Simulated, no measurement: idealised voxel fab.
A process module follows: voxel self aligned contacts.
The figure presents cross-section cut, which has a width of 225 nm and is divided into square cells with an edge length of 5 nm.
Cross-section format: a grid of square cells, given as bands from top to bottom; each band is one or more rows of cells. The band entry comprises the height of the band's top followed by the height of its bottom, expressed in nm, and subsequently the band's materials from left to right, each stated together with its width in nm. Where a single material is marked with the word "edge to edge", that material fills the band from edge to edge. The word "empty" represents empty space. Below 0: as-received wafer, all one material; heights counted from there. Lowest band: no bottom, goes on down, written "from 0 down". Note: "30->40" means the width goes from the first number (top row of the band) to the second number (bottom row) in equal steps per row of cells. Basically "all unchanged" means that step didn't change any cell in the cross-section. "Enclosed empty spaces": empty spaces of 8 cells or more with no open way to the top, each given as width x height at distance, distance from the left edge, all in nm. On each step's line, the part that comes after the settings is the simulator's own comment on the step. The setting "overlay nm" may be written on the line of a step. When the step uses a mask, the value reports how far to the right of the planned place the mask lay, and a negative value reports that it lay to the left.

# Here's what the planned process steps look like
1: RECEIVE,material Si
2: OXIDIZE,depth nm 5
3: DIRECTIONAL_DEP,material polySi,thk nm 30
4: DIRECTIONAL_DEP,material SiN,thk nm 25
5: MASKED_ETCH,tone cover,mask id GATE,width nm 30,pitch nm 75,etch materials SiN,depth nm 25,overlay nm 0
6: MASKED_ETCH,tone cover,mask id GATE,width nm 30,pitch nm 75,etch materials polySi,depth nm 30,overlay nm 0
7: CONFORMAL_DEP,material SiN,thk nm 10
8: DIRECTIONAL_ETCH,etch materials SiN,depth nm 10
9: FILL_DEP,material SiO2,thk nm 10
10: CMP,height nm 60
11: PATTERN,tone open,mask id CONTACT,material resist,width nm 55,pitch nm 75,thk nm 15,overlay nm 0
12: DIRECTIONAL_ETCH,etch materials SiO2,depth nm 65
13: STRIP,etch materials resist
14: CONFORMAL_DEP,material TiN,thk nm 5
15: FILL_DEP,material Ru,thk nm 5
16: CMP,height nm 60
17: CONFORMAL_DEP,material SiCN,thk nm 5

# Run as planned: first of two wafers

# As received (post step 1): cross-section
* from 0 down: Si edge to edge
* Enclosed empty spaces: none

# Take a look at the wafer's cross-section after step 2
* from 0 to -5: SiO2 edge to edge
* Whatever lies below -5 is exactly as it was before.

# Take a look at the wafer's cross-section after step 3
* from 30 to 0: polySi edge to edge
* Whatever lies below 0 is exactly as it was before.

# Take a look at the wafer's cross-section after step 4
* from 55 to 30: SiN edge to edge
* Whatever lies below 30 is exactly as it was before.

# Take a look at the wafer's cross-section after step 5
* from 55 to 30: empty: 20; SiN: 30; empty: 45; SiN: 30; empty: 45; SiN: 30; empty: 25
* Whatever lies below 30 is exactly as it was before.

# Take a look at the wafer's cross-section after step 6
* from 55 to 30: empty: 20; SiN: 30; empty: 45; SiN: 30; empty: 45; SiN: 30; empty: 25
* from 30 to 0: empty: 20; polySi: 30; empty: 45; polySi: 30; empty: 45; polySi: 30; empty: 25
* Whatever lies below 0 is exactly as it was before.

# Take a look at the wafer's cross-section after step 7
* from 65 to 30: empty: 10; SiN: 50; empty: 25; SiN: 50; empty: 25; SiN: 50; empty: 15
* from 30 to 10: empty: 10; SiN: 10; polySi: 30; SiN: 10; empty: 25; SiN: 10; polySi: 30; SiN: 10; empty: 25; SiN: 10; polySi: 30; SiN: 10; empty: 15
* from 10 to 0: SiN: 20; polySi: 30; SiN: 45; polySi: 30; SiN: 45; polySi: 30; SiN: 25
* Whatever lies below 0 is exactly as it was before.

# Take a look at the wafer's cross-section after step 8
* from 55 to 30: empty: 10; SiN: 50; empty: 25; SiN: 50; empty: 25; SiN: 50; empty: 15
* from 30 to 0: empty: 10; SiN: 10; polySi: 30; SiN: 10; empty: 25; SiN: 10; polySi: 30; SiN: 10; empty: 25; SiN: 10; polySi: 30; SiN: 10; empty: 15
* Whatever lies below 0 is exactly as it was before.

# Take a look at the wafer's cross-section after step 9
* from 65 to 55: SiO2 edge to edge
* from 55 to 30: SiO2: 10; SiN: 50; SiO2: 25; SiN: 50; SiO2: 25; SiN: 50; SiO2: 15
* from 30 to 0: SiO2: 10; SiN: 10; polySi: 30; SiN: 10; SiO2: 25; SiN: 10; polySi: 30; SiN: 10; SiO2: 25; SiN: 10; polySi: 30; SiN: 10; SiO2: 15
* Whatever lies below 0 is exactly as it was before.

# Take a look at the wafer's cross-section after step 10
* from 60 to 55: SiO2 edge to edge
* Whatever lies below 55 is exactly as it was before.

# Take a look at the wafer's cross-section after step 11
* from 75 to 60: resist: 45; empty: 55; resist: 20; empty: 55; resist: 50
* Whatever lies below 60 is exactly as it was before.

# Take a look at the wafer's cross-section after step 12
* from 75 to 60: resist: 45; empty: 55; resist: 20; empty: 55; resist: 50
* from 60 to 55: SiO2: 45; empty: 55; SiO2: 20; empty: 55; SiO2: 50
* from 55 to 30: SiO2: 10; SiN: 50; empty: 25; SiN: 50; empty: 25; SiN: 50; SiO2: 15
* from 30 to 0: SiO2: 10; SiN: 10; polySi: 30; SiN: 10; empty: 25; SiN: 10; polySi: 30; SiN: 10; empty: 25; SiN: 10; polySi: 30; SiN: 10; SiO2: 15
* from 0 to -5: SiO2: 60; empty: 25; SiO2: 50; empty: 25; SiO2: 65
* Whatever lies below -5 is exactly as it was before.

# Take a look at the wafer's cross-section after step 13
* from 60 to 55: SiO2: 45; empty: 55; SiO2: 20; empty: 55; SiO2: 50
* Whatever lies below 55 is exactly as it was before.

# Take a look at the wafer's cross-section after step 14
* from 65 to 60: TiN: 50; empty: 45; TiN: 30; empty: 45; TiN: 55
* from 60 to 55: SiO2: 45; TiN: 20; empty: 15; TiN: 20; SiO2: 20; TiN: 20; empty: 15; TiN: 20; SiO2: 50
* from 55 to 30: SiO2: 10; SiN: 50; TiN: 5; empty: 15; TiN: 5; SiN: 50; TiN: 5; empty: 15; TiN: 5; SiN: 50; SiO2: 15
* from 30 to 0: SiO2: 10; SiN: 10; polySi: 30; SiN: 10; TiN: 5; empty: 15; TiN: 5; SiN: 10; polySi: 30; SiN: 10; TiN: 5; empty: 15; TiN: 5; SiN: 10; polySi: 30; SiN: 10; SiO2: 15
* from 0 to -5: SiO2: 60; TiN: 25; SiO2: 50; TiN: 25; SiO2: 65
* Whatever lies below -5 is exactly as it was before.

# Take a look at the wafer's cross-section after step 15
* from 70 to 65: Ru edge to edge
* from 65 to 60: TiN: 50; Ru: 45; TiN: 30; Ru: 45; TiN: 55
* from 60 to 55: SiO2: 45; TiN: 20; Ru: 15; TiN: 20; SiO2: 20; TiN: 20; Ru: 15; TiN: 20; SiO2: 50
* from 55 to 30: SiO2: 10; SiN: 50; TiN: 5; Ru: 15; TiN: 5; SiN: 50; TiN: 5; Ru: 15; TiN: 5; SiN: 50; SiO2: 15
* from 30 to 0: SiO2: 10; SiN: 10; polySi: 30; SiN: 10; TiN: 5; Ru: 15; TiN: 5; SiN: 10; polySi: 30; SiN: 10; TiN: 5; Ru: 15; TiN: 5; SiN: 10; polySi: 30; SiN: 10; SiO2: 15
* Whatever lies below 0 is exactly as it was before.

# Take a look at the wafer's cross-section after step 16
* from 60 to 55: SiO2: 45; TiN: 20; Ru: 15; TiN: 20; SiO2: 20; TiN: 20; Ru: 15; TiN: 20; SiO2: 50
* Whatever lies below 55 is exactly as it was before.

# Take a look at the wafer's cross-section after step 17
* from 65 to 60: SiCN edge to edge
* Whatever lies below 60 is exactly as it was before.

# Now the other wafer: same start, same recipe, but we messed up one thing when running it. Up to and including step 1 it's the same as the first one

Second wafer, section view, time point: scheduled end of step 2: all unchanged

# Second wafer, section view, time point: scheduled end of step 3
* from 30 to 0: polySi edge to edge
* Whatever lies below 0 is exactly as it was before.

# Second wafer, section view, time point: scheduled end of step 4
* from 55 to 30: SiN edge to edge
* Whatever lies below 30 is exactly as it was before.

# Second wafer, section view, time point: scheduled end of step 5
* from 55 to 30: empty: 20; SiN: 30; empty: 45; SiN: 30; empty: 45; SiN: 30; empty: 25
* Whatever lies below 30 is exactly as it was before.

# Second wafer, section view, time point: scheduled end of step 6
* from 55 to 30: empty: 20; SiN: 30; empty: 45; SiN: 30; empty: 45; SiN: 30; empty: 25
* from 30 to 0: empty: 20; polySi: 30; empty: 45; polySi: 30; empty: 45; polySi: 30; empty: 25
* Whatever lies below 0 is exactly as it was before.

# Second wafer, section view, time point: scheduled end of step 7
* from 65 to 30: empty: 10; SiN: 50; empty: 25; SiN: 50; empty: 25; SiN: 50; empty: 15
* from 30 to 10: empty: 10; SiN: 10; polySi: 30; SiN: 10; empty: 25; SiN: 10; polySi: 30; SiN: 10; empty: 25; SiN: 10; polySi: 30; SiN: 10; empty: 15
* from 10 to 0: SiN: 20; polySi: 30; SiN: 45; polySi: 30; SiN: 45; polySi: 30; SiN: 25
* Whatever lies below 0 is exactly as it was before.

# Second wafer, section view, time point: scheduled end of step 8
* from 55 to 30: empty: 10; SiN: 50; empty: 25; SiN: 50; empty: 25; SiN: 50; empty: 15
* from 30 to 0: empty: 10; SiN: 10; polySi: 30; SiN: 10; empty: 25; SiN: 10; polySi: 30; SiN: 10; empty: 25; SiN: 10; polySi: 30; SiN: 10; empty: 15
* Whatever lies below 0 is exactly as it was before.

# Second wafer, section view, time point: scheduled end of step 9
* from 65 to 55: SiO2 edge to edge
* from 55 to 30: SiO2: 10; SiN: 50; SiO2: 25; SiN: 50; SiO2: 25; SiN: 50; SiO2: 15
* from 30 to 0: SiO2: 10; SiN: 10; polySi: 30; SiN: 10; SiO2: 25; SiN: 10; polySi: 30; SiN: 10; SiO2: 25; SiN: 10; polySi: 30; SiN: 10; SiO2: 15
* Whatever lies below 0 is exactly as it was before.

# Second wafer, section view, time point: scheduled end of step 10
* from 60 to 55: SiO2 edge to edge
* Whatever lies below 55 is exactly as it was before.

# Second wafer, section view, time point: scheduled end of step 11
* from 75 to 60: resist: 45; empty: 55; resist: 20; empty: 55; resist: 50
* Whatever lies below 60 is exactly as it was before.

# Second wafer, section view, time point: scheduled end of step 12
* from 75 to 60: resist: 45; empty: 55; resist: 20; empty: 55; resist: 50
* from 60 to 55: SiO2: 45; empty: 55; SiO2: 20; empty: 55; SiO2: 50
* from 55 to 30: SiO2: 10; SiN: 50; empty: 25; SiN: 50; empty: 25; SiN: 50; SiO2: 15
* from 30 to 0: SiO2: 10; SiN: 10; polySi: 30; SiN: 10; empty: 25; SiN: 10; polySi: 30; SiN: 10; empty: 25; SiN: 10; polySi: 30; SiN: 10; SiO2: 15
* Whatever lies below 0 is exactly as it was before.

# Second wafer, section view, time point: scheduled end of step 13
* from 60 to 55: SiO2: 45; empty: 55; SiO2: 20; empty: 55; SiO2: 50
* Whatever lies below 55 is exactly as it was before.

# Second wafer, section view, time point: scheduled end of step 14
* from 65 to 60: TiN: 50; empty: 45; TiN: 30; empty: 45; TiN: 55
* from 60 to 55: SiO2: 45; TiN: 20; empty: 15; TiN: 20; SiO2: 20; TiN: 20; empty: 15; TiN: 20; SiO2: 50
* from 55 to 30: SiO2: 10; SiN: 50; TiN: 5; empty: 15; TiN: 5; SiN: 50; TiN: 5; empty: 15; TiN: 5; SiN: 50; SiO2: 15
* from 30 to 5: SiO2: 10; SiN: 10; polySi: 30; SiN: 10; TiN: 5; empty: 15; TiN: 5; SiN: 10; polySi: 30; SiN: 10; TiN: 5; empty: 15; TiN: 5; SiN: 10; polySi: 30; SiN: 10; SiO2: 15
* from 5 to 0: SiO2: 10; SiN: 10; polySi: 30; SiN: 10; TiN: 25; SiN: 10; polySi: 30; SiN: 10; TiN: 25; SiN: 10; polySi: 30; SiN: 10; SiO2: 15
* Whatever lies below 0 is exactly as it was before.

# Second wafer, section view, time point: scheduled end of step 15
* from 70 to 65: Ru edge to edge
* from 65 to 60: TiN: 50; Ru: 45; TiN: 30; Ru: 45; TiN: 55
* from 60 to 55: SiO2: 45; TiN: 20; Ru: 15; TiN: 20; SiO2: 20; TiN: 20; Ru: 15; TiN: 20; SiO2: 50
* from 55 to 30: SiO2: 10; SiN: 50; TiN: 5; Ru: 15; TiN: 5; SiN: 50; TiN: 5; Ru: 15; TiN: 5; SiN: 50; SiO2: 15
* from 30 to 5: SiO2: 10; SiN: 10; polySi: 30; SiN: 10; TiN: 5; Ru: 15; TiN: 5; SiN: 10; polySi: 30; SiN: 10; TiN: 5; Ru: 15; TiN: 5; SiN: 10; polySi: 30; SiN: 10; SiO2: 15
* Whatever lies below 5 is exactly as it was before.

# Second wafer, section view, time point: scheduled end of step 16
* from 60 to 55: SiO2: 45; TiN: 20; Ru: 15; TiN: 20; SiO2: 20; TiN: 20; Ru: 15; TiN: 20; SiO2: 50
* Whatever lies below 55 is exactly as it was before.

# Second wafer, section view, time point: scheduled end of step 17
* from 65 to 60: SiCN edge to edge
* Whatever lies below 60 is exactly as it was before.
Want to know what went wrong? step 2 of the plan was omitted and not executed
In the final state, the cell counts of the second wafer exceed or fall short of those of the first for the following materials: -6 Ru | +45 Si | -35 SiO2 | -4 TiN
